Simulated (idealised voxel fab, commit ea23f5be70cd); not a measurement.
Proc. module: voxel self aligned vias
The figure presents cross-section cut, which has a width of 215 nm and is divided into square cells with an edge length of 5 nm.
Cross-sections here: square-cell grids, written as top-down lists of bands, a band being one or more rows of cells.
It is stipulated that each band's entry specify, in nanometres, the height of the top of the band and then that of its bottom, followed by the materials of the band in left-to-right sequence, each together with its width in nanometres. A single material marked by the word "full width" is understood to fill the band from edge to edge; the word "empty" is understood to denote empty space.
All heights in this document are referenced to 0, defined as the level beneath which the wafer, as received, consists entirely of one material. The lowest band is not bounded below; it extends indefinitely downward and is written in the form "from 0 down".
Quick explanation for "30->40": the width changes in equal steps down the rows of cells, from the first number in the band's top row to the second number in its bottom row.
Given "nothing changed" for a step, no cell of the cross-section differs between before and after that step.
"Closed void list" means: voids of 8 cells or more that are shut off from the top with no open way through. Written width x height at distance, distance from the left edge, in nm.
Where a step's line continues beyond its settings, the continuation is a remark by the simulator itself on that step.
A step line may carry the setting "overlay nm", which, for steps involving a mask, states the distance by which the mask lay to the right of its intended position; negative values denote displacement to the left.

THE PROCESS STEPS THAT WERE PLANNED ARE LISTED BELOW
1: RECEIVE,material Si
2: CONFORMAL_DEP,material SiO2,thk nm 10
3: CONFORMAL_DEP,material SiCN,thk nm 5
4: DIRECTIONAL_DEP,material lowk,thk nm 20
5: DIRECTIONAL_DEP,material aC,thk nm 15
6: PATTERN,tone open,mask id LINES,material resist,width nm 30,pitch nm 75,thk nm 35,overlay nm 0
7: DIRECTIONAL_ETCH,etch materials aC,depth nm 15
8: STRIP,etch materials resist
9: DIRECTIONAL_ETCH,etch materials lowk,depth nm 20
10: STRIP,etch materials aC
11: CONFORMAL_DEP,material TiN,thk nm 5
12: FILL_DEP,material Ru,thk nm 10
13: CMP,height nm 35
14: SELECTIVE_ETCH,etch materials W Ru TiN,depth nm 5
15: FILL_DEP,material SiN,thk nm 5
16: CMP,height nm 35
17: DIRECTIONAL_DEP,material lowk,thk nm 15
18: DIRECTIONAL_DEP,material aC,thk nm 15
19: PATTERN,tone open,mask id VIAS,material resist,width nm 50,pitch nm 75,thk nm 30,overlay nm 0
20: DIRECTIONAL_ETCH,etch materials aC,depth nm 15
21: STRIP,etch materials resist
22: DIRECTIONAL_ETCH,etch materials lowk,depth nm 15
23: DIRECTIONAL_ETCH,etch materials SiN,depth nm 5
24: STRIP,etch materials aC
25: CONFORMAL_DEP,material TiN,thk nm 5
26: FILL_DEP,material Ru,thk nm 5
27: CMP,height nm 50
28: CONFORMAL_DEP,material SiCN,thk nm 5

WAFER, FIRST OF TWO, RUN AS PLANNED

AS-RECEIVED STATE OF THE WAFER IN CROSS-SECTION, EQUIVALENT TO POST-STEP 1
* from 0 down = Si full width
* Closed void list: none

AFTER STEP 2: WAFER CROSS-SECTION
* from 10 to 0 = SiO2 full width
* below 0: unchanged

AFTER STEP 3: WAFER CROSS-SECTION
* from 15 to 10 = SiCN full width
* below 10: unchanged

AFTER STEP 4: WAFER CROSS-SECTION
* from 35 to 15 = lowk full width
* below 15: unchanged

AFTER STEP 5: WAFER CROSS-SECTION
* from 50 to 35 = aC full width
* below 35: unchanged

AFTER STEP 6: WAFER CROSS-SECTION
* from 85 to 50 = resist 55 | empty 30 | resist 45 | empty 30 | resist 55
* below 50: unchanged

AFTER STEP 7: WAFER CROSS-SECTION
* from 70 to 50 = resist 55 | empty 30 | resist 45 | empty 30 | resist 55
* from 50 to 35 = aC 55 | empty 30 | aC 45 | empty 30 | aC 55
* below 35: unchanged

AFTER STEP 8: WAFER CROSS-SECTION
* from 50 to 35 = aC 55 | empty 30 | aC 45 | empty 30 | aC 55
* below 35: unchanged

AFTER STEP 9: WAFER CROSS-SECTION
* from 50 to 35 = aC 55 | empty 30 | aC 45 | empty 30 | aC 55
* from 35 to 15 = lowk 55 | empty 30 | lowk 45 | empty 30 | lowk 55
* below 15: unchanged

AFTER STEP 10: WAFER CROSS-SECTION
* from 35 to 15 = lowk 55 | empty 30 | lowk 45 | empty 30 | lowk 55
* below 15: unchanged

AFTER STEP 11: WAFER CROSS-SECTION
* from 40 to 35 = TiN 60 | empty 20 | TiN 55 | empty 20 | TiN 60
* from 35 to 20 = lowk 55 | TiN 5 | empty 20 | TiN 5 | lowk 45 | TiN 5 | empty 20 | TiN 5 | lowk 55
* from 20 to 15 = lowk 55 | TiN 30 | lowk 45 | TiN 30 | lowk 55
* below 15: unchanged

AFTER STEP 12: WAFER CROSS-SECTION
* from 50 to 40 = Ru full width
* from 40 to 35 = TiN 60 | Ru 20 | TiN 55 | Ru 20 | TiN 60
* from 35 to 20 = lowk 55 | TiN 5 | Ru 20 | TiN 5 | lowk 45 | TiN 5 | Ru 20 | TiN 5 | lowk 55
* below 20: unchanged

AFTER STEP 13: WAFER CROSS-SECTION
* from 35 to 20 = lowk 55 | TiN 5 | Ru 20 | TiN 5 | lowk 45 | TiN 5 | Ru 20 | TiN 5 | lowk 55
* below 20: unchanged

AFTER STEP 14: WAFER CROSS-SECTION
* from 35 to 30 = lowk 55 | empty 30 | lowk 45 | empty 30 | lowk 55
* below 30: unchanged

AFTER STEP 15: WAFER CROSS-SECTION
* from 40 to 35 = SiN full width
* from 35 to 30 = lowk 55 | SiN 30 | lowk 45 | SiN 30 | lowk 55
* below 30: unchanged

AFTER STEP 16: WAFER CROSS-SECTION
* from 35 to 30 = lowk 55 | SiN 30 | lowk 45 | SiN 30 | lowk 55
* below 30: unchanged

AFTER STEP 17: WAFER CROSS-SECTION
* from 50 to 35 = lowk full width
* below 35: unchanged

AFTER STEP 18: WAFER CROSS-SECTION
* from 65 to 50 = aC full width
* below 50: unchanged

AFTER STEP 19: WAFER CROSS-SECTION
* from 95 to 65 = resist 45 | empty 50 | resist 25 | empty 50 | resist 45
* below 65: unchanged

AFTER STEP 20: WAFER CROSS-SECTION
* from 80 to 65 = resist 45 | empty 50 | resist 25 | empty 50 | resist 45
* from 65 to 50 = aC 45 | empty 50 | aC 25 | empty 50 | aC 45
* below 50: unchanged

AFTER STEP 21: WAFER CROSS-SECTION
* from 65 to 50 = aC 45 | empty 50 | aC 25 | empty 50 | aC 45
* below 50: unchanged

AFTER STEP 22: WAFER CROSS-SECTION
* from 65 to 50 = aC 45 | empty 50 | aC 25 | empty 50 | aC 45
* from 50 to 35 = lowk 45 | empty 50 | lowk 25 | empty 50 | lowk 45
* below 35: unchanged

AFTER STEP 23: WAFER CROSS-SECTION
* from 65 to 50 = aC 45 | empty 50 | aC 25 | empty 50 | aC 45
* from 50 to 35 = lowk 45 | empty 50 | lowk 25 | empty 50 | lowk 45
* from 35 to 30 = lowk 55 | empty 30 | lowk 45 | empty 30 | lowk 55
* below 30: unchanged

AFTER STEP 24: WAFER CROSS-SECTION
* from 50 to 35 = lowk 45 | empty 50 | lowk 25 | empty 50 | lowk 45
* below 35: unchanged

AFTER STEP 25: WAFER CROSS-SECTION
* from 55 to 50 = TiN 50 | empty 40 | TiN 35 | empty 40 | TiN 50
* from 50 to 40 = lowk 45 | TiN 5 | empty 40 | TiN 5 | lowk 25 | TiN 5 | empty 40 | TiN 5 | lowk 45
* from 40 to 35 = lowk 45 | TiN 15 | empty 20 | TiN 15 | lowk 25 | TiN 15 | empty 20 | TiN 15 | lowk 45
* from 35 to 30 = lowk 55 | TiN 30 | lowk 45 | TiN 30 | lowk 55
* below 30: unchanged

AFTER STEP 26: WAFER CROSS-SECTION
* from 60 to 55 = Ru full width
* from 55 to 50 = TiN 50 | Ru 40 | TiN 35 | Ru 40 | TiN 50
* from 50 to 40 = lowk 45 | TiN 5 | Ru 40 | TiN 5 | lowk 25 | TiN 5 | Ru 40 | TiN 5 | lowk 45
* from 40 to 35 = lowk 45 | TiN 15 | Ru 20 | TiN 15 | lowk 25 | TiN 15 | Ru 20 | TiN 15 | lowk 45
* below 35: unchanged

AFTER STEP 27: WAFER CROSS-SECTION
* from 50 to 40 = lowk 45 | TiN 5 | Ru 40 | TiN 5 | lowk 25 | TiN 5 | Ru 40 | TiN 5 | lowk 45
* below 40: unchanged

AFTER STEP 28: WAFER CROSS-SECTION
* from 55 to 50 = SiCN full width
* below 50: unchanged

WAFER TWO. SAME START, SAME PLAN, ONE SLIP IN EXECUTION. SAME AS WAFER ONE THROUGH STEP 4, INCLUSIVE

THE SECOND WAFER IN CROSS-SECTION, AT THE PLANNED CLOSE OF STEP 5
* from 50 to 15 = lowk full width
* below 15: unchanged

THE SECOND WAFER IN CROSS-SECTION, AT THE PLANNED CLOSE OF STEP 6
* from 85 to 50 = resist 55 | empty 30 | resist 45 | empty 30 | resist 55
* below 50: unchanged

THE SECOND WAFER IN CROSS-SECTION, AT THE PLANNED CLOSE OF STEP 7
* from 70 to 50 = resist 55 | empty 30 | resist 45 | empty 30 | resist 55
* below 50: unchanged

THE SECOND WAFER IN CROSS-SECTION, AT THE PLANNED CLOSE OF STEP 8
* from 50 to 15 = lowk full width
* below 15: unchanged

THE SECOND WAFER IN CROSS-SECTION, AT THE PLANNED CLOSE OF STEP 9
* from 30 to 15 = lowk full width
* below 15: unchanged

The second wafer in cross-section, at the planned close of step 10: nothing changed

THE SECOND WAFER IN CROSS-SECTION, AT THE PLANNED CLOSE OF STEP 11
* from 35 to 30 = TiN full width
* below 30: unchanged

THE SECOND WAFER IN CROSS-SECTION, AT THE PLANNED CLOSE OF STEP 12
* from 45 to 35 = Ru full width
* below 35: unchanged

THE SECOND WAFER IN CROSS-SECTION, AT THE PLANNED CLOSE OF STEP 13
* from 35 to 30 = TiN full width
* below 30: unchanged

THE SECOND WAFER IN CROSS-SECTION, AT THE PLANNED CLOSE OF STEP 14
* from 30 to 15 = lowk full width
* below 15: unchanged

THE SECOND WAFER IN CROSS-SECTION, AT THE PLANNED CLOSE OF STEP 15
* from 35 to 30 = SiN full width
* below 30: unchanged

The second wafer in cross-section, at the planned close of step 16: nothing changed

THE SECOND WAFER IN CROSS-SECTION, AT THE PLANNED CLOSE OF STEP 17
* from 50 to 35 = lowk full width
* below 35: unchanged

THE SECOND WAFER IN CROSS-SECTION, AT THE PLANNED CLOSE OF STEP 18
* from 65 to 50 = aC full width
* below 50: unchanged

THE SECOND WAFER IN CROSS-SECTION, AT THE PLANNED CLOSE OF STEP 19
* from 95 to 65 = resist 45 | empty 50 | resist 25 | empty 50 | resist 45
* below 65: unchanged

THE SECOND WAFER IN CROSS-SECTION, AT THE PLANNED CLOSE OF STEP 20
* from 80 to 65 = resist 45 | empty 50 | resist 25 | empty 50 | resist 45
* from 65 to 50 = aC 45 | empty 50 | aC 25 | empty 50 | aC 45
* below 50: unchanged

THE SECOND WAFER IN CROSS-SECTION, AT THE PLANNED CLOSE OF STEP 21
* from 65 to 50 = aC 45 | empty 50 | aC 25 | empty 50 | aC 45
* below 50: unchanged

THE SECOND WAFER IN CROSS-SECTION, AT THE PLANNED CLOSE OF STEP 22
* from 65 to 50 = aC 45 | empty 50 | aC 25 | empty 50 | aC 45
* from 50 to 35 = lowk 45 | empty 50 | lowk 25 | empty 50 | lowk 45
* below 35: unchanged

THE SECOND WAFER IN CROSS-SECTION, AT THE PLANNED CLOSE OF STEP 23
* from 65 to 50 = aC 45 | empty 50 | aC 25 | empty 50 | aC 45
* from 50 to 35 = lowk 45 | empty 50 | lowk 25 | empty 50 | lowk 45
* from 35 to 30 = SiN 45 | empty 50 | SiN 25 | empty 50 | SiN 45
* below 30: unchanged

THE SECOND WAFER IN CROSS-SECTION, AT THE PLANNED CLOSE OF STEP 24
* from 50 to 35 = lowk 45 | empty 50 | lowk 25 | empty 50 | lowk 45
* below 35: unchanged

THE SECOND WAFER IN CROSS-SECTION, AT THE PLANNED CLOSE OF STEP 25
* from 55 to 50 = TiN 50 | empty 40 | TiN 35 | empty 40 | TiN 50
* from 50 to 35 = lowk 45 | TiN 5 | empty 40 | TiN 5 | lowk 25 | TiN 5 | empty 40 | TiN 5 | lowk 45
* from 35 to 30 = SiN 45 | TiN 50 | SiN 25 | TiN 50 | SiN 45
* below 30: unchanged

THE SECOND WAFER IN CROSS-SECTION, AT THE PLANNED CLOSE OF STEP 26
* from 60 to 55 = Ru full width
* from 55 to 50 = TiN 50 | Ru 40 | TiN 35 | Ru 40 | TiN 50
* from 50 to 35 = lowk 45 | TiN 5 | Ru 40 | TiN 5 | lowk 25 | TiN 5 | Ru 40 | TiN 5 | lowk 45
* below 35: unchanged

THE SECOND WAFER IN CROSS-SECTION, AT THE PLANNED CLOSE OF STEP 27
* from 50 to 35 = lowk 45 | TiN 5 | Ru 40 | TiN 5 | lowk 25 | TiN 5 | Ru 40 | TiN 5 | lowk 45
* below 35: unchanged

THE SECOND WAFER IN CROSS-SECTION, AT THE PLANNED CLOSE OF STEP 28
* from 55 to 50 = SiCN full width
* below 50: unchanged
Run error: step 5 was processed under conditions differing from the plan, specifically as DIRECTIONAL_DEP,material lowk,thk nm 15
The closing comparison, in cells, has the second wafer with more or fewer of some materials than the first: Ru: 8 fewer; SiN: 23 more; TiN: 20 fewer; lowk: 5 more
